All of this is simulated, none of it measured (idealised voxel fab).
Process module in this document: voxel gate over fins
The figure presents cross-section cut, which has a width of 175 nm and is divided into square cells with an edge length of 5 nm.
A cross-section in this document is a grid of square cells, and it is written down as bands, the top band listed before the ones below it; a band is made up of one or more rows of cells. The entry gives the band's vertical extent as a top height and a bottom height in nm, then its horizontal make-up as materials from left to right, each with a width in nm. "air" stands for empty space; a single material marked "throughout" fills the band edge to edge. We count height from 0. Below that, the starting wafer is all one material. The lowest band never ends at the bottom but goes on down; see "0 -> down" for how that is written. The width entry "30..40" should be interpreted row by row: the top row of cells in the band takes the first number, the bottom row takes the second number, and the change between adjacent rows is uniform throughout. Key: "stayed the same" - step with no changed cell in the cross-section. Empty spaces counting at least 8 cells and having no open way to the top are listed in "Fully sealed voids". The notation width x height at distance is used for each, the distance being from the left edge and all three values in nm. On a step's line, text after the settings is the simulator commenting on that step. You can add "overlay nm" to a step's line. For a step with a mask, it describes how far the mask lay to the right of its planned position, and a negative number describes a lay to the left.
Planned process steps
- 1: RECEIVE: material Si
- 2: CONFORMAL_DEP: material SiN, thk nm 5
- 3: DIRECTIONAL_DEP: material aC, thk nm 10
- 4: PATTERN: tone cover, mask id FINS, material resist, width nm 15, pitch nm 40, thk nm 25, overlay nm 0
- 5: DIRECTIONAL_ETCH: etch materials aC, depth nm 10
- 6: STRIP: etch materials resist
- 7: DIRECTIONAL_ETCH: etch materials SiN, depth nm 5
- 8: DIRECTIONAL_ETCH: etch materials Si, depth nm 40
- 9: STRIP: etch materials aC
- 10: FILL_DEP: material SiO2, thk nm 5
- 11: CMP: height nm 5
- 12: SELECTIVE_ETCH: etch materials SiO2, depth nm 20
- 13: STRIP: etch materials SiN
- 14: CONFORMAL_DEP: material HfO2, thk nm 5
- 15: CONFORMAL_DEP: material TiN, thk nm 5
- 16: FILL_DEP: material W, thk nm 15
- 17: CMP: height nm 20
- 18: CONFORMAL_DEP: material SiN, thk nm 5
First of two wafers: run as planned
Cross-section of the wafer at receipt, which is the condition after step 1
  0 -> down = Si throughout
  Fully sealed voids: none
Take a look at the wafer's cross-section after step 2
  5 -> 0 = SiN throughout
  Under the height 0 nothing was changed.
Take a look at the wafer's cross-section after step 3
  15 -> 5 = aC throughout
  Under the height 5 nothing was changed.
Take a look at the wafer's cross-section after step 4
  40 -> 15 = air=20 | resist=15 | air=25 | resist=15 | air=25 | resist=15 | air=25 | resist=15 | air=20
  Under the height 15 nothing was changed.
Take a look at the wafer's cross-section after step 5
  30 -> 15 = air=20 | resist=15 | air=25 | resist=15 | air=25 | resist=15 | air=25 | resist=15 | air=20
  15 -> 5 = air=20 | aC=15 | air=25 | aC=15 | air=25 | aC=15 | air=25 | aC=15 | air=20
  Under the height 5 nothing was changed.
Take a look at the wafer's cross-section after step 6
  15 -> 5 = air=20 | aC=15 | air=25 | aC=15 | air=25 | aC=15 | air=25 | aC=15 | air=20
  Under the height 5 nothing was changed.
Take a look at the wafer's cross-section after step 7
  15 -> 5 = air=20 | aC=15 | air=25 | aC=15 | air=25 | aC=15 | air=25 | aC=15 | air=20
  5 -> 0 = air=20 | SiN=15 | air=25 | SiN=15 | air=25 | SiN=15 | air=25 | SiN=15 | air=20
  Under the height 0 nothing was changed.
Take a look at the wafer's cross-section after step 8
  15 -> 5 = air=20 | aC=15 | air=25 | aC=15 | air=25 | aC=15 | air=25 | aC=15 | air=20
  5 -> 0 = air=20 | SiN=15 | air=25 | SiN=15 | air=25 | SiN=15 | air=25 | SiN=15 | air=20
  0 -> -40 = air=20 | Si=15 | air=25 | Si=15 | air=25 | Si=15 | air=25 | Si=15 | air=20
  Under the height -40 nothing was changed.
Take a look at the wafer's cross-section after step 9
  5 -> 0 = air=20 | SiN=15 | air=25 | SiN=15 | air=25 | SiN=15 | air=25 | SiN=15 | air=20
  Under the height 0 nothing was changed.
Take a look at the wafer's cross-section after step 10
  10 -> 5 = SiO2 throughout
  5 -> 0 = SiO2=20 | SiN=15 | SiO2=25 | SiN=15 | SiO2=25 | SiN=15 | SiO2=25 | SiN=15 | SiO2=20
  0 -> -40 = SiO2=20 | Si=15 | SiO2=25 | Si=15 | SiO2=25 | Si=15 | SiO2=25 | Si=15 | SiO2=20
  Under the height -40 nothing was changed.
Take a look at the wafer's cross-section after step 11
  5 -> 0 = SiO2=20 | SiN=15 | SiO2=25 | SiN=15 | SiO2=25 | SiN=15 | SiO2=25 | SiN=15 | SiO2=20
  Under the height 0 nothing was changed.
Take a look at the wafer's cross-section after step 12
  5 -> 0 = air=20 | SiN=15 | air=25 | SiN=15 | air=25 | SiN=15 | air=25 | SiN=15 | air=20
  0 -> -15 = air=20 | Si=15 | air=25 | Si=15 | air=25 | Si=15 | air=25 | Si=15 | air=20
  Under the height -15 nothing was changed.
Take a look at the wafer's cross-section after step 13
  0 -> -15 = air=20 | Si=15 | air=25 | Si=15 | air=25 | Si=15 | air=25 | Si=15 | air=20
  Under the height -15 nothing was changed.
Take a look at the wafer's cross-section after step 14
  5 -> 0 = air=15 | HfO2=25 | air=15 | HfO2=25 | air=15 | HfO2=25 | air=15 | HfO2=25 | air=15
  0 -> -10 = air=15 | HfO2=5 | Si=15 | HfO2=5 | air=15 | HfO2=5 | Si=15 | HfO2=5 | air=15 | HfO2=5 | Si=15 | HfO2=5 | air=15 | HfO2=5 | Si=15 | HfO2=5 | air=15
  -10 -> -15 = HfO2=20 | Si=15 | HfO2=25 | Si=15 | HfO2=25 | Si=15 | HfO2=25 | Si=15 | HfO2=20
  Under the height -15 nothing was changed.
Take a look at the wafer's cross-section after step 15
  10 -> 5 = air=10 | TiN=35 | air=5 | TiN=35 | air=5 | TiN=35 | air=5 | TiN=35 | air=10
  5 -> 0 = air=10 | TiN=5 | HfO2=25 | TiN=5 | air=5 | TiN=5 | HfO2=25 | TiN=5 | air=5 | TiN=5 | HfO2=25 | TiN=5 | air=5 | TiN=5 | HfO2=25 | TiN=5 | air=10
  0 -> -5 = air=10 | TiN=5 | HfO2=5 | Si=15 | HfO2=5 | TiN=5 | air=5 | TiN=5 | HfO2=5 | Si=15 | HfO2=5 | TiN=5 | air=5 | TiN=5 | HfO2=5 | Si=15 | HfO2=5 | TiN=5 | air=5 | TiN=5 | HfO2=5 | Si=15 | HfO2=5 | TiN=5 | air=10
  -5 -> -10 = TiN=15 | HfO2=5 | Si=15 | HfO2=5 | TiN=15 | HfO2=5 | Si=15 | HfO2=5 | TiN=15 | HfO2=5 | Si=15 | HfO2=5 | TiN=15 | HfO2=5 | Si=15 | HfO2=5 | TiN=15
  Under the height -10 nothing was changed.
Take a look at the wafer's cross-section after step 16
  25 -> 10 = W throughout
  10 -> 5 = W=10 | TiN=35 | W=5 | TiN=35 | W=5 | TiN=35 | W=5 | TiN=35 | W=10
  5 -> 0 = W=10 | TiN=5 | HfO2=25 | TiN=5 | W=5 | TiN=5 | HfO2=25 | TiN=5 | W=5 | TiN=5 | HfO2=25 | TiN=5 | W=5 | TiN=5 | HfO2=25 | TiN=5 | W=10
  0 -> -5 = W=10 | TiN=5 | HfO2=5 | Si=15 | HfO2=5 | TiN=5 | W=5 | TiN=5 | HfO2=5 | Si=15 | HfO2=5 | TiN=5 | W=5 | TiN=5 | HfO2=5 | Si=15 | HfO2=5 | TiN=5 | W=5 | TiN=5 | HfO2=5 | Si=15 | HfO2=5 | TiN=5 | W=10
  Under the height -5 nothing was changed.
Take a look at the wafer's cross-section after step 17
  20 -> 10 = W throughout
  Under the height 10 nothing was changed.
Take a look at the wafer's cross-section after step 18
  25 -> 20 = SiN throughout
  Under the height 20 nothing was changed.
Wafer two. Identical start, identical plan. One mistake in execution. Identical history through step 13
Second wafer: cross-section at the scheduled end of step 14
  5 -> 0 = air=15 | SiO2=25 | air=15 | SiO2=25 | air=15 | SiO2=25 | air=15 | SiO2=25 | air=15
  0 -> -10 = air=15 | SiO2=5 | Si=15 | SiO2=5 | air=15 | SiO2=5 | Si=15 | SiO2=5 | air=15 | SiO2=5 | Si=15 | SiO2=5 | air=15 | SiO2=5 | Si=15 | SiO2=5 | air=15
  -10 -> -40 = SiO2=20 | Si=15 | SiO2=25 | Si=15 | SiO2=25 | Si=15 | SiO2=25 | Si=15 | SiO2=20
  Under the height -40 nothing was changed.
Second wafer: cross-section at the scheduled end of step 15
  10 -> 5 = air=10 | TiN=35 | air=5 | TiN=35 | air=5 | TiN=35 | air=5 | TiN=35 | air=10
  5 -> 0 = air=10 | TiN=5 | SiO2=25 | TiN=5 | air=5 | TiN=5 | SiO2=25 | TiN=5 | air=5 | TiN=5 | SiO2=25 | TiN=5 | air=5 | TiN=5 | SiO2=25 | TiN=5 | air=10
  0 -> -5 = air=10 | TiN=5 | SiO2=5 | Si=15 | SiO2=5 | TiN=5 | air=5 | TiN=5 | SiO2=5 | Si=15 | SiO2=5 | TiN=5 | air=5 | TiN=5 | SiO2=5 | Si=15 | SiO2=5 | TiN=5 | air=5 | TiN=5 | SiO2=5 | Si=15 | SiO2=5 | TiN=5 | air=10
  -5 -> -10 = TiN=15 | SiO2=5 | Si=15 | SiO2=5 | TiN=15 | SiO2=5 | Si=15 | SiO2=5 | TiN=15 | SiO2=5 | Si=15 | SiO2=5 | TiN=15 | SiO2=5 | Si=15 | SiO2=5 | TiN=15
  Under the height -10 nothing was changed.
Second wafer: cross-section at the scheduled end of step 16
  25 -> 10 = W throughout
  10 -> 5 = W=10 | TiN=35 | W=5 | TiN=35 | W=5 | TiN=35 | W=5 | TiN=35 | W=10
  5 -> 0 = W=10 | TiN=5 | SiO2=25 | TiN=5 | W=5 | TiN=5 | SiO2=25 | TiN=5 | W=5 | TiN=5 | SiO2=25 | TiN=5 | W=5 | TiN=5 | SiO2=25 | TiN=5 | W=10
  0 -> -5 = W=10 | TiN=5 | SiO2=5 | Si=15 | SiO2=5 | TiN=5 | W=5 | TiN=5 | SiO2=5 | Si=15 | SiO2=5 | TiN=5 | W=5 | TiN=5 | SiO2=5 | Si=15 | SiO2=5 | TiN=5 | W=5 | TiN=5 | SiO2=5 | Si=15 | SiO2=5 | TiN=5 | W=10
  Under the height -5 nothing was changed.
Second wafer: cross-section at the scheduled end of step 17
  20 -> 10 = W throughout
  Under the height 10 nothing was changed.
Second wafer: cross-section at the scheduled end of step 18
  25 -> 20 = SiN throughout
  Under the height 20 nothing was changed.
It is concluded that the wafer was processed incorrectly with respect to the plan, in that step 14 was run on a setting that differed from the plan, and what really ran there is CONFORMAL_DEP: material SiO2, thk nm 5
at the end the second wafer has, in cells: HfO2 -59 | SiO2 +59
